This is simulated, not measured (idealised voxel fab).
Process module, titled voxel self aligned contacts
Cross-sectional view cut (width: 220 nm; square cell size: 5 nm).
Cross-section = grid of square cells, listed top down in bands; band = one or more rows.
Within each band entry, the heights of the top and of the bottom of the band appear first, in that order and in nm; the materials of the band then follow from left to right, each with its corresponding width in nm. The designation "edge to edge" on a single material indicates that it fills the band from edge to edge; the designation "blank" indicates empty space.
Height 0 is the level under which the wafer as received is all one material. The lowest band goes on downwards, as in "from 0 down".
It should be noted that a width expressed as "30->40" varies in equal increments from row to row of cells within the band, taking the value of the first number at the top row and that of the second number at the bottom row.
Basically "remained unchanged" means that step didn't change any cell in the cross-section.
Closed-off voids of 8+ cells (no open route to the top) go in "Cavities, closed", written width x height at distance from the left edge, in nm.
Post-settings text on a step line: simulator's own remark regarding the step.
overlay nm: right-of-plan distance of the mask on a masked step; negative values mean left-of-plan.

Process steps - plan:
| 1 | RECEIVE, material Si |
| 2 | OXIDIZE, depth nm 5 |
| 3 | DIRECTIONAL_DEP, material polySi, thk nm 20 |
| 4 | DIRECTIONAL_DEP, material SiN, thk nm 15 |
| 5 | PATTERN, tone cover, mask id GATE, material resist, width nm 25, pitch nm 50, thk nm 15, overlay nm 0 |
| 6 | DIRECTIONAL_ETCH, etch materials SiN, depth nm 15 |
| 7 | DIRECTIONAL_ETCH, etch materials polySi, depth nm 20 |
| 8 | STRIP, etch materials resist |
| 9 | CONFORMAL_DEP, material SiN, thk nm 5 |
| 10 | DIRECTIONAL_ETCH, etch materials SiN, depth nm 5 |
| 11 | FILL_DEP, material SiO2, thk nm 10 |
| 12 | CMP, height nm 40 |
| 13 | PATTERN, tone open, mask id CONTACT, material resist, width nm 35, pitch nm 50, thk nm 15, overlay nm 0 |
| 14 | DIRECTIONAL_ETCH, etch materials SiO2, depth nm 45 |
| 15 | STRIP, etch materials resist |
| 16 | CONFORMAL_DEP, material TiN, thk nm 5 |
| 17 | FILL_DEP, material Ru, thk nm 10 |
| 18 | CMP, height nm 40 |
| 19 | CONFORMAL_DEP, material SiCN, thk nm 5 |

Shown in cross-section is the wafer as received, that is, as it stands after step 1:
- from 0 down: Si edge to edge
- Cavities, closed: none

Cross-section, first of two wafers, end of module, run as planned:
- from 45 to 40: SiCN edge to edge
- from 40 to 35: SiO2 (65); TiN (15); Ru (5); TiN (15); SiO2 (15); TiN (15); Ru (5); TiN (15); SiO2 (70)
- from 35 to 20: SiO2 (40); SiN (35); TiN (5); Ru (5); TiN (5); SiN (35); TiN (5); Ru (5); TiN (5); SiN (35); SiO2 (45)
- from 20 to 0: SiO2 (40); SiN (5); polySi (25); SiN (5); TiN (5); Ru (5); TiN (5); SiN (5); polySi (25); SiN (5); TiN (5); Ru (5); TiN (5); SiN (5); polySi (25); SiN (5); SiO2 (45)
- from 0 to -5: SiO2 (75); TiN (15); SiO2 (35); TiN (15); SiO2 (80)
- from -5 down: Si edge to edge
- Cavities, closed: none

This is the second of the two wafers, cross-sectioned at the end of the module; it started exactly like the first and was given the same plan, but it was run with one mistake:
- from 45 to 40: SiCN edge to edge
- from 40 to 35: SiO2 (65); TiN (15); Ru (10); TiN (10); SiO2 (15); TiN (15); Ru (10); TiN (10); SiO2 (70)
- from 35 to 20: SiO2 (45); SiN (30); TiN (5); Ru (10); TiN (5); SiN (30); TiN (5); Ru (10); TiN (5); SiN (30); SiO2 (45)
- from 20 to 0: SiO2 (45); SiN (5); polySi (20); SiN (5); TiN (5); Ru (10); TiN (5); SiN (5); polySi (20); SiN (5); TiN (5); Ru (10); TiN (5); SiN (5); polySi (20); SiN (5); SiO2 (45)
- from 0 to -5: SiO2 (75); TiN (20); SiO2 (30); TiN (20); SiO2 (75)
- from -5 down: Si edge to edge
- Cavities, closed: none
Against the plan, the run slipped here: step 5 went in with a setting other than planned; the actual run was PATTERN, tone cover, mask id GATE, material resist, width nm 20, pitch nm 50, thk nm 15, overlay nm 0
Upon completion, the second wafer contains, in terms of cells, a greater or smaller amount of certain materials than the first wafer: 16 more of Ru; 9 fewer of SiN; 5 more of SiO2; 12 fewer of polySi
